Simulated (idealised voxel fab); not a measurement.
You're looking at the process module voxel transistor to metal.
Cross-sectional view cut (width: 185 nm; square cell size: 5 nm).
Format of a cross-section: grid, square cells. Given as bands. Order: top down. Band: one or more rows of cells.
Band: top and bottom heights (nm) first, top before bottom; then materials from left to right, widths in nm. "full width" marks a sole material filling the band edge to edge. "blank" denotes empty space.
Height datum 0, below which the as-received substrate wafer is one material. Lowest band open at the bottom, running downward: "0 down".
Read "30 to 40" as a graded width: first number on top, second number at the bottom, same change between each pair of neighbouring rows.
"identical to before", as given for a step, is the statement that not any cell of the cross-section underwent a change during that step.
Enclosed voids (no open way to top), threshold 8 cells or more, entry "Unvented cavities", notation width x height at distance, distance from left edge, nm.
Step line, after settings: the simulator's comment on this step.
Each step line may optionally specify "overlay nm", which for a step with a mask gives the rightward distance between the mask's planned place and where it lay, a negative value indicating the leftward direction.

**Planned step list for the process**
1,RECEIVE: material Si
2,CONFORMAL_DEP: material SiO2, thk nm 5
3,CONFORMAL_DEP: material SiN, thk nm 10
4,DIRECTIONAL_DEP: material aC, thk nm 15
5,PATTERN: tone cover, mask id ACTIVE, material resist, width nm 100, thk nm 30, overlay nm 0
6,DIRECTIONAL_ETCH: etch materials aC, depth nm 15
7,STRIP: etch materials resist
8,DIRECTIONAL_ETCH: etch materials SiN, depth nm 10
9,DIRECTIONAL_ETCH: etch materials SiO2, depth nm 5
10,DIRECTIONAL_ETCH: etch materials Si, depth nm 30
11,STRIP: etch materials aC
12,FILL_DEP: material SiO2, thk nm 15
13,CMP: height nm 15
14,SELECTIVE_ETCH: etch materials SiO2, depth nm 10
15,STRIP: etch materials SiN
16,SELECTIVE_ETCH: etch materials SiO2, depth nm 5
17,OXIDIZE: depth nm 5
18,DIRECTIONAL_DEP: material polySi, thk nm 25
19,DIRECTIONAL_DEP: material SiCN, thk nm 10
20,DIRECTIONAL_DEP: material aC, thk nm 15
21,PATTERN: tone cover, mask id GATE, material resist, width nm 20, thk nm 35, overlay nm 0
22,DIRECTIONAL_ETCH: etch materials aC, depth nm 15
23,STRIP: etch materials resist
24,DIRECTIONAL_ETCH: etch materials SiCN, depth nm 20
25,DIRECTIONAL_ETCH: etch materials polySi, depth nm 35
26,STRIP: etch materials aC
27,CONFORMAL_DEP: material SiN, thk nm 10
28,DIRECTIONAL_ETCH: etch materials SiN, depth nm 10
29,DIRECTIONAL_ETCH: etch materials SiO2, depth nm 5
30,DIRECTIONAL_ETCH: etch materials Si, depth nm 10
31,EPI: material SiGe, thk nm 15
32,FILL_DEP: material SiO2, thk nm 5
33,CMP: height nm 35
34,DIRECTIONAL_DEP: material SiO2, thk nm 10
35,PATTERN: tone open, mask id CONTACT, material resist, width nm 30, pitch nm 60, thk nm 15, overlay nm 0
36,DIRECTIONAL_ETCH: etch materials SiO2, depth nm 45
37,STRIP: etch materials resist
38,CONFORMAL_DEP: material TiN, thk nm 5
39,FILL_DEP: material W, thk nm 10
40,CMP: height nm 45
41,CONFORMAL_DEP: material SiN, thk nm 5
42,DIRECTIONAL_DEP: material SiO2, thk nm 10
43,MASKED_ETCH: tone open, mask id METAL_1, width nm 15, pitch nm 75, etch materials SiO2, depth nm 20, overlay nm 0
44,MASKED_ETCH: tone open, mask id METAL_1, width nm 15, pitch nm 75, etch materials SiN, depth nm 5, overlay nm 0
45,CONFORMAL_DEP: material TiN, thk nm 5
46,FILL_DEP: material Cu, thk nm 10
47,CMP: height nm 70
48,CONFORMAL_DEP: material SiCN, thk nm 5
49,DIRECTIONAL_DEP: material SiO2, thk nm 25
50,PATTERN: tone open, mask id METAL_2, material resist, width nm 15, pitch nm 75, thk nm 15, overlay nm 0
51,DIRECTIONAL_ETCH: etch materials SiO2, depth nm 15
52,STRIP: etch materials resist
53,DIRECTIONAL_DEP: material aC, thk nm 15
54,PATTERN: tone open, mask id METAL_2_HOLES, material resist, width nm 15, pitch nm 75, thk nm 35, overlay nm 0
55,DIRECTIONAL_ETCH: etch materials aC, depth nm 15
56,STRIP: etch materials resist
57,DIRECTIONAL_ETCH: etch materials SiO2, depth nm 10
58,DIRECTIONAL_ETCH: etch materials SiCN, depth nm 5
59,STRIP: etch materials aC
60,CONFORMAL_DEP: material TiN, thk nm 5
61,FILL_DEP: material Cu, thk nm 10
62,CMP: height nm 100
63,CONFORMAL_DEP: material SiN, thk nm 5
Wafers differ in thk nm at step 42; plan lists the first wafer's value; identical starting state.

**Cross-section: the first of several wafers in its as-received state, i.e. following step 1**
  0 down | Si full width
  Unvented cavities: none

**Module finished, last step 63 done: cross-section of the first of several wafers**
  105 to 100 | SiN full width
  100 to 75 | 45 nm SiO2 | 5 nm TiN | 5 nm Cu | 5 nm TiN | 60 nm SiO2 | 5 nm TiN | 5 nm Cu | 5 nm TiN | 50 nm SiO2
  75 to 70 | 45 nm SiCN | 15 nm TiN | 60 nm SiCN | 15 nm TiN | 50 nm SiCN
  70 to 65 | Cu full width
  65 to 60 | 50 nm TiN | 5 nm Cu | 70 nm TiN | 5 nm Cu | 55 nm TiN
  60 to 50 | 45 nm SiO2 | 5 nm TiN | 5 nm Cu | 5 nm TiN | 60 nm SiO2 | 5 nm TiN | 5 nm Cu | 5 nm TiN | 50 nm SiO2
  50 to 45 | 45 nm SiN | 15 nm TiN | 60 nm SiN | 15 nm TiN | 50 nm SiN
  45 to 35 | 45 nm SiO2 | 5 nm TiN | 20 to 15 nm W | 5 to 10 nm TiN | 30 nm SiO2 | 5 to 10 nm TiN | 20 to 15 nm W | 5 nm TiN | 50 nm SiO2
  35 to 25 | 45 nm SiO2 | 5 nm TiN | 15 nm W | 5 nm TiN | 10 nm SiN | 20 nm SiCN | 10 nm SiN | 5 nm TiN | 15 nm W | 5 nm TiN | 50 nm SiO2
  25 to 15 | 45 nm SiO2 | 5 nm TiN | 15 nm W | 5 nm TiN | 10 nm SiN | 20 nm polySi | 10 nm SiN | 5 nm TiN | 15 nm W | 5 nm TiN | 50 nm SiO2
  15 to 10 | 45 nm SiO2 | 25 nm TiN | 10 nm SiN | 20 nm polySi | 10 nm SiN | 25 nm TiN | 50 nm SiO2
  10 to 0 | 45 nm SiO2 | 10 nm TiN | 15 nm SiGe | 10 nm SiN | 20 nm polySi | 10 nm SiN | 15 nm SiGe | 10 nm TiN | 50 nm SiO2
  0 to -5 | 35 nm SiO2 | 35 nm SiGe | 40 nm SiO2 | 35 nm SiGe | 40 nm SiO2
  -5 to -15 | 40 nm SiO2 | 30 nm SiGe | 40 nm Si | 30 nm SiGe | 45 nm SiO2
  -15 to -30 | 40 nm SiO2 | 100 nm Si | 45 nm SiO2
  -30 down | Si full width
  Unvented cavities: none

**End of module: cross-section, last of several wafers**
  105 to 100 | SiN full width
  100 to 75 | 45 nm SiO2 | 5 nm TiN | 5 nm Cu | 5 nm TiN | 60 nm SiO2 | 5 nm TiN | 5 nm Cu | 5 nm TiN | 50 nm SiO2
  75 to 70 | 45 nm SiCN | 15 nm TiN | 60 nm SiCN | 15 nm TiN | 50 nm SiCN
  70 to 65 | 45 nm SiO2 | 15 nm TiN | 60 nm SiO2 | 15 nm TiN | 50 nm SiO2
  65 to 50 | SiO2 full width
  50 to 45 | SiN full width
  45 to 35 | 45 nm SiO2 | 5 nm TiN | 20 to 15 nm W | 5 to 10 nm TiN | 30 nm SiO2 | 5 to 10 nm TiN | 20 to 15 nm W | 5 nm TiN | 50 nm SiO2
  35 to 25 | 45 nm SiO2 | 5 nm TiN | 15 nm W | 5 nm TiN | 10 nm SiN | 20 nm SiCN | 10 nm SiN | 5 nm TiN | 15 nm W | 5 nm TiN | 50 nm SiO2
  25 to 15 | 45 nm SiO2 | 5 nm TiN | 15 nm W | 5 nm TiN | 10 nm SiN | 20 nm polySi | 10 nm SiN | 5 nm TiN | 15 nm W | 5 nm TiN | 50 nm SiO2
  15 to 10 | 45 nm SiO2 | 25 nm TiN | 10 nm SiN | 20 nm polySi | 10 nm SiN | 25 nm TiN | 50 nm SiO2
  10 to 0 | 45 nm SiO2 | 10 nm TiN | 15 nm SiGe | 10 nm SiN | 20 nm polySi | 10 nm SiN | 15 nm SiGe | 10 nm TiN | 50 nm SiO2
  0 to -5 | 35 nm SiO2 | 35 nm SiGe | 40 nm SiO2 | 35 nm SiGe | 40 nm SiO2
  -5 to -15 | 40 nm SiO2 | 30 nm SiGe | 40 nm Si | 30 nm SiGe | 45 nm SiO2
  -15 to -30 | 40 nm SiO2 | 100 nm Si | 45 nm SiO2
  -30 down | Si full width
  Unvented cavities: none

**wafer rows; end of module; cells per material since receipt: (+) gained, (-) lost; then closed voids**
thk nm 10 | +53 Cu | -146 Si | +39 SiCN | +50 SiGe | +96 SiN | +508 SiO2 | +119 TiN | +38 W | +20 polySi | Unvented cavities: none
thk nm 15 | +18 Cu | -146 Si | +39 SiCN | +50 SiGe | +96 SiN | +539 SiO2 | +123 TiN | +38 W | +20 polySi | Unvented cavities: none
thk nm 20 | +18 Cu | -146 Si | +39 SiCN | +50 SiGe | +96 SiN | +570 SiO2 | +92 TiN | +38 W | +20 polySi | Unvented cavities: none
thk nm 25 | +14 Cu | -146 Si | +39 SiCN | +50 SiGe | +102 SiN | +576 SiO2 | +84 TiN | +38 W | +20 polySi | Unvented cavities: none
thk nm 30 | +12 Cu | -146 Si | +39 SiCN | +50 SiGe | +102 SiN | +582 SiO2 | +80 TiN | +38 W | +20 polySi | Unvented cavities: none
thk nm 35 | +10 Cu | -146 Si | +39 SiCN | +50 SiGe | +102 SiN | +588 SiO2 | +76 TiN | +38 W | +20 polySi | Unvented cavities: none
